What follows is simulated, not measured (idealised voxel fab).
Process module, titled voxel trench capacitor
Displayed cross-section: cut, width of 250 nm, square cells sized 5 nm.
This document writes a cross-section as a grid whose cells are square, and gives it as bands, listed from the top down; one or more rows of cells form a band.
The entry gives the band's vertical extent as a top height and a bottom height in nm, then its horizontal make-up as materials from left to right, each with a width in nm. "blank" stands for empty space; a single material marked "everywhere" fills the band edge to edge.
Below 0: as-received wafer, all one material; heights counted from there. Lowest band: no bottom, goes on down, written "from 0 down".
Graded width ("30..40"): value in top row of band = first number; value in bottom row = second number; row-to-row change constant.
"no alteration" after a step means that no cell of the cross-section changed.
Enclosed voids (no open way to top), threshold 8 cells or more, entry "Closed void table", notation width x height at distance, distance from left edge, nm.
It should be noted that, on the line of a given step, the content following the step's settings is a remark produced by the simulator itself with respect to that step.
"overlay nm", when on a step's line for a step with a mask, measures how far to the right of its planned place the mask lay; a negative measure means to the left.
[This section lists the process steps that were planned]
step 1: RECEIVE with material Si
step 2: CONFORMAL_DEP with material SiN, thk nm 5
step 3: DIRECTIONAL_DEP with material aC, thk nm 10
step 4: PATTERN with tone open, mask id TRENCH, material resist, width nm 15, pitch nm 40, thk nm 25, overlay nm 0
step 5: DIRECTIONAL_ETCH with etch materials aC, depth nm 10
step 6: STRIP with etch materials resist
step 7: DIRECTIONAL_ETCH with etch materials SiN, depth nm 10
step 8: DIRECTIONAL_ETCH with etch materials Si, depth nm 40
step 9: STRIP with etch materials aC
step 10: CONFORMAL_DEP with material SiO2, thk nm 5
step 11: FILL_DEP with material polySi, thk nm 10
step 12: CMP with height nm 10
Split variable: thk nm, step 2. Plan value = first wafer. Wafers start alike.
[Here's the first of the wafers in cross-section, just as we got it, i.e. after step 1]
* from 0 down | Si everywhere
* Closed void table: none
[Rows = wafers. At module end, each row lists per material the cells gained (+) or lost (-) since the wafer was received, then the closed voids]
thk nm 5; -72 Si; +41 SiN; +104 SiO2; +27 polySi; Closed void table: none
thk nm 10; -72 Si; +82 SiN; +63 SiO2; +27 polySi; Closed void table: none
thk nm 15; +91 SiN; +9 SiO2; Closed void table: none
thk nm 20; +100 SiN; Closed void table: none
thk nm 25; +100 SiN; Closed void table: none
